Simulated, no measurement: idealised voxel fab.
Process module under the name voxel capacitor over wiring
Pictured: cross-section cut, 285 nm wide, on a grid of 5 nm square cells.
When this document writes out a cross-section, it uses a grid of square cells and lists it as bands, beginning at the top and moving down, with a band standing for one or more rows of cells. Band: top and bottom heights (nm) first, top before bottom; then materials from left to right, widths in nm. "edge to edge" marks a sole material filling the band edge to edge. "empty" denotes empty space. Heights are expressed relative to 0, this being the level below which the as-received wafer comprises one material exclusively. The lowest band is unbounded in the downward direction and is denoted as in "from 0 down". Top row gets the first number, bottom row gets the second, and each row in between changes by the same step: that is how a band width like "30->40" works. Step note "no modification" = no cross-section cell changed. In the "Completely sealed voids" entry, you get each enclosed empty space of 8 cells or more, one with no open way to the top, written width x height at distance, distance from the left edge, in nm. On each step's line, the part that comes after the settings is the simulator's own comment on the step. overlay nm: where the mask lay relative to plan, measured to the right, on steps with a mask; negatives go left.
-- Steps in the process plan
1) RECEIVE [material Si]
2) CONFORMAL_DEP [material SiO2] [thk nm 15]
3) CONFORMAL_DEP [material SiN] [thk nm 5]
4) DIRECTIONAL_DEP [material SiO2] [thk nm 20]
5) MASKED_ETCH [tone open] [mask id METAL_1] [width nm 25] [pitch nm 80] [etch materials SiO2] [depth nm 20] [overlay nm 0]
6) MASKED_ETCH [tone open] [mask id METAL_1] [width nm 25] [pitch nm 80] [etch materials SiN] [depth nm 5] [overlay nm 0]
7) CONFORMAL_DEP [material TiN] [thk nm 5]
8) FILL_DEP [material W] [thk nm 5]
9) CMP [height nm 40]
10) CONFORMAL_DEP [material SiCN] [thk nm 5]
11) DIRECTIONAL_DEP [material SiO2] [thk nm 20]
12) PATTERN [tone open] [mask id PLUG_1] [material resist] [width nm 15] [thk nm 20] [overlay nm 0]
13) DIRECTIONAL_ETCH [etch materials SiO2] [depth nm 20]
14) DIRECTIONAL_ETCH [etch materials SiCN] [depth nm 5]
15) STRIP [etch materials resist]
16) CONFORMAL_DEP [material TiN] [thk nm 5]
17) FILL_DEP [material Ru] [thk nm 10]
18) CMP [height nm 65]
19) DIRECTIONAL_DEP [material TiN] [thk nm 5]
20) DIRECTIONAL_DEP [material HfO2] [thk nm 5]
21) DIRECTIONAL_DEP [material TiN] [thk nm 5]
22) DIRECTIONAL_DEP [material aC] [thk nm 15]
23) PATTERN [tone cover] [mask id UPPER_PLATE] [material resist] [width nm 60] [thk nm 35] [overlay nm 0]
24) DIRECTIONAL_ETCH [etch materials aC] [depth nm 15]
25) STRIP [etch materials resist]
26) DIRECTIONAL_ETCH [etch materials TiN] [depth nm 5]
27) DIRECTIONAL_ETCH [etch materials HfO2] [depth nm 5]
28) STRIP [etch materials aC]
29) DIRECTIONAL_DEP [material aC] [thk nm 15]
30) PATTERN [tone cover] [mask id LOWER_PLATE] [material resist] [width nm 70] [thk nm 30] [overlay nm -15]
31) DIRECTIONAL_ETCH [etch materials aC] [depth nm 15]
32) STRIP [etch materials resist]
33) DIRECTIONAL_ETCH [etch materials TiN] [depth nm 5]
34) STRIP [etch materials aC]
35) FILL_DEP [material SiO2] [thk nm 20]
36) CMP [height nm 95]
37) PATTERN [tone open] [mask id PLUG_2] [material resist] [width nm 15] [thk nm 20] [overlay nm 0]
38) DIRECTIONAL_ETCH [etch materials SiO2] [depth nm 15]
39) STRIP [etch materials resist]
40) CONFORMAL_DEP [material TiN] [thk nm 5]
41) FILL_DEP [material Cu] [thk nm 10]
42) CMP [height nm 95]
43) CONFORMAL_DEP [material SiN] [thk nm 5]
The plan shows the overlay nm of step 30 as the first wafer had it; this setting differs between the wafers, which start out alike.
-- Cross-section: the first of several wafers in its as-received state, i.e. following step 1
- from 0 down = Si edge to edge
- Completely sealed voids: none
-- each wafer at the end: cells of each material gained (+) or lost (-) since it was received, then its closed voids
overlay nm -15 | +2 Cu | +12 HfO2 | +4 Ru | +54 SiCN | +104 SiN | +870 SiO2 | +70 TiN | +24 W | Completely sealed voids: none
overlay nm -10 | +2 Cu | +12 HfO2 | +4 Ru | +54 SiCN | +104 SiN | +870 SiO2 | +70 TiN | +24 W | Completely sealed voids: none
overlay nm -5 | +2 Cu | +12 HfO2 | +4 Ru | +54 SiCN | +104 SiN | +870 SiO2 | +70 TiN | +24 W | Completely sealed voids: none
overlay nm 0 | +2 Cu | +12 HfO2 | +4 Ru | +54 SiCN | +104 SiN | +870 SiO2 | +70 TiN | +24 W | Completely sealed voids: none
overlay nm 5 | +2 Cu | +12 HfO2 | +4 Ru | +54 SiCN | +104 SiN | +870 SiO2 | +70 TiN | +24 W | Completely sealed voids: none
overlay nm 10 | +2 Cu | +12 HfO2 | +4 Ru | +54 SiCN | +104 SiN | +870 SiO2 | +70 TiN | +24 W | Completely sealed voids: none
overlay nm 15 | +2 Cu | +12 HfO2 | +4 Ru | +54 SiCN | +104 SiN | +870 SiO2 | +70 TiN | +24 W | Completely sealed voids: none
